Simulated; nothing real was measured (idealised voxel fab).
The process module that follows is named voxel spacer lines.
Cross-section cut spans 290 nm and uses square cells 5 nm in size.
Cross-section, as written here: a square-cell grid given band by band from the top down, where a band holds one or more rows of cells.
What a band's entry tells you: where the top is and where the bottom is, as heights in nm, and after that what lies inside, material by material from left to right, each with its width in nm. Empty space is written as the word "empty", and a single material marked with the word "throughout" occupies the band from edge to edge.
Heights from 0 (as-received wafer is one material below). Bottom band endless downward, as "top 0, no bottom".
The width entry "30 to 40" should be interpreted row by row: the top row of cells in the band takes the first number, the bottom row takes the second number, and the change between adjacent rows is uniform throughout.
For the purposes of this document, the phrase "no modifications" attached to a step denotes that no cell within the cross-section was modified by that step.
"Trapped void list": empty spaces of 8 cells or more with no open way to the top, each given as width x height at distance, distance from the left edge, all in nm.
It should be noted that, on the line of a given step, the content following the step's settings is a remark produced by the simulator itself with respect to that step.
overlay nm: mask right of planned place by this much (step with mask). Neg. = left.

PROCESS STEPS (PLANNED)
- 1: RECEIVE,material Si
- 2: CONFORMAL_DEP,material Al2O3,thk nm 10
- 3: DIRECTIONAL_DEP,material W,thk nm 15
- 4: DIRECTIONAL_DEP,material aC,thk nm 25
- 5: PATTERN,tone cover,mask id MANDREL,material resist,width nm 25,pitch nm 80,thk nm 30,overlay nm 0
- 6: DIRECTIONAL_ETCH,etch materials aC,depth nm 25
- 7: STRIP,etch materials resist
- 8: CONFORMAL_DEP,material SiN,thk nm 15
- 9: DIRECTIONAL_ETCH,etch materials SiN,depth nm 15
- 10: STRIP,etch materials aC
- 11: DIRECTIONAL_ETCH,etch materials W,depth nm 15
- 12: STRIP,etch materials SiN

FIRST OF THE TWO WAFERS, RUN PER PLAN

INCOMING WAFER IN CROSS-SECTION (STATE: AFTER STEP 1)
  top 0, no bottom: Si throughout
  Trapped void list: none

STEP 2 DONE - WAFER CROSS-SECTION
  top 10, bottom 0: Al2O3 throughout
  Below 0, no change.

STEP 3 DONE - WAFER CROSS-SECTION
  top 25, bottom 10: W throughout
  Below 10, no change.

STEP 4 DONE - WAFER CROSS-SECTION
  top 50, bottom 25: aC throughout
  Below 25, no change.

STEP 5 DONE - WAFER CROSS-SECTION
  top 80, bottom 50: 90 nm empty, 25 nm resist, 55 nm empty, 25 nm resist, 95 nm empty
  Below 50, no change.

STEP 6 DONE - WAFER CROSS-SECTION
  top 55, bottom 50: 90 nm empty, 25 nm resist, 55 nm empty, 25 nm resist, 95 nm empty
  top 50, bottom 25: 90 nm empty, 25 nm aC, 55 nm empty, 25 nm aC, 95 nm empty
  Below 25, no change.

STEP 7 DONE - WAFER CROSS-SECTION
  top 50, bottom 25: 90 nm empty, 25 nm aC, 55 nm empty, 25 nm aC, 95 nm empty
  Below 25, no change.

STEP 8 DONE - WAFER CROSS-SECTION
  top 65, bottom 50: 75 nm empty, 55 nm SiN, 25 nm empty, 55 nm SiN, 80 nm empty
  top 50, bottom 40: 75 nm empty, 15 nm SiN, 25 nm aC, 15 nm SiN, 25 nm empty, 15 nm SiN, 25 nm aC, 15 nm SiN, 80 nm empty
  top 40, bottom 25: 90 nm SiN, 25 nm aC, 55 nm SiN, 25 nm aC, 95 nm SiN
  Below 25, no change.

STEP 9 DONE - WAFER CROSS-SECTION
  top 50, bottom 25: 75 nm empty, 15 nm SiN, 25 nm aC, 15 nm SiN, 25 nm empty, 15 nm SiN, 25 nm aC, 15 nm SiN, 80 nm empty
  Below 25, no change.

STEP 10 DONE - WAFER CROSS-SECTION
  top 50, bottom 25: 75 nm empty, 15 nm SiN, 25 nm empty, 15 nm SiN, 25 nm empty, 15 nm SiN, 25 nm empty, 15 nm SiN, 80 nm empty
  Below 25, no change.

STEP 11 DONE - WAFER CROSS-SECTION
  top 50, bottom 25: 75 nm empty, 15 nm SiN, 25 nm empty, 15 nm SiN, 25 nm empty, 15 nm SiN, 25 nm empty, 15 nm SiN, 80 nm empty
  top 25, bottom 10: 75 nm empty, 15 nm W, 25 nm empty, 15 nm W, 25 nm empty, 15 nm W, 25 nm empty, 15 nm W, 80 nm empty
  Below 10, no change.

STEP 12 DONE - WAFER CROSS-SECTION
  top 25, bottom 10: 75 nm empty, 15 nm W, 25 nm empty, 15 nm W, 25 nm empty, 15 nm W, 25 nm empty, 15 nm W, 80 nm empty
  Below 10, no change.

WAFER TWO OF THE PAIR: SAME ORIGIN, SAME PLAN, ONE ERROR DURING THE RUN; IDENTICAL TO WAFER ONE UP TO AND INCLUDING STEP 2

CROSS-SECTION OF THE SECOND WAFER WHEN, ACCORDING TO PLAN, STEP 3 SHOULD HAVE FINISHED
  top 40, bottom 10: W throughout
  Below 10, no change.

CROSS-SECTION OF THE SECOND WAFER WHEN, ACCORDING TO PLAN, STEP 4 SHOULD HAVE FINISHED
  top 65, bottom 40: aC throughout
  Below 40, no change.

CROSS-SECTION OF THE SECOND WAFER WHEN, ACCORDING TO PLAN, STEP 5 SHOULD HAVE FINISHED
  top 95, bottom 65: 90 nm empty, 25 nm resist, 55 nm empty, 25 nm resist, 95 nm empty
  Below 65, no change.

CROSS-SECTION OF THE SECOND WAFER WHEN, ACCORDING TO PLAN, STEP 6 SHOULD HAVE FINISHED
  top 70, bottom 65: 90 nm empty, 25 nm resist, 55 nm empty, 25 nm resist, 95 nm empty
  top 65, bottom 40: 90 nm empty, 25 nm aC, 55 nm empty, 25 nm aC, 95 nm empty
  Below 40, no change.

CROSS-SECTION OF THE SECOND WAFER WHEN, ACCORDING TO PLAN, STEP 7 SHOULD HAVE FINISHED
  top 65, bottom 40: 90 nm empty, 25 nm aC, 55 nm empty, 25 nm aC, 95 nm empty
  Below 40, no change.

CROSS-SECTION OF THE SECOND WAFER WHEN, ACCORDING TO PLAN, STEP 8 SHOULD HAVE FINISHED
  top 80, bottom 65: 75 nm empty, 55 nm SiN, 25 nm empty, 55 nm SiN, 80 nm empty
  top 65, bottom 55: 75 nm empty, 15 nm SiN, 25 nm aC, 15 nm SiN, 25 nm empty, 15 nm SiN, 25 nm aC, 15 nm SiN, 80 nm empty
  top 55, bottom 40: 90 nm SiN, 25 nm aC, 55 nm SiN, 25 nm aC, 95 nm SiN
  Below 40, no change.

CROSS-SECTION OF THE SECOND WAFER WHEN, ACCORDING TO PLAN, STEP 9 SHOULD HAVE FINISHED
  top 65, bottom 40: 75 nm empty, 15 nm SiN, 25 nm aC, 15 nm SiN, 25 nm empty, 15 nm SiN, 25 nm aC, 15 nm SiN, 80 nm empty
  Below 40, no change.

CROSS-SECTION OF THE SECOND WAFER WHEN, ACCORDING TO PLAN, STEP 10 SHOULD HAVE FINISHED
  top 65, bottom 40: 75 nm empty, 15 nm SiN, 25 nm empty, 15 nm SiN, 25 nm empty, 15 nm SiN, 25 nm empty, 15 nm SiN, 80 nm empty
  Below 40, no change.

CROSS-SECTION OF THE SECOND WAFER WHEN, ACCORDING TO PLAN, STEP 11 SHOULD HAVE FINISHED
  top 65, bottom 40: 75 nm empty, 15 nm SiN, 25 nm empty, 15 nm SiN, 25 nm empty, 15 nm SiN, 25 nm empty, 15 nm SiN, 80 nm empty
  top 40, bottom 25: 75 nm empty, 15 nm W, 25 nm empty, 15 nm W, 25 nm empty, 15 nm W, 25 nm empty, 15 nm W, 80 nm empty
  Below 25, no change.

CROSS-SECTION OF THE SECOND WAFER WHEN, ACCORDING TO PLAN, STEP 12 SHOULD HAVE FINISHED
  top 40, bottom 25: 75 nm empty, 15 nm W, 25 nm empty, 15 nm W, 25 nm empty, 15 nm W, 25 nm empty, 15 nm W, 80 nm empty
  Below 25, no change.
Want to know what went wrong? step 3 of the plan was executed twice over
End of process, cell counts, second wafer against first, materials with more or fewer: W: 174 more
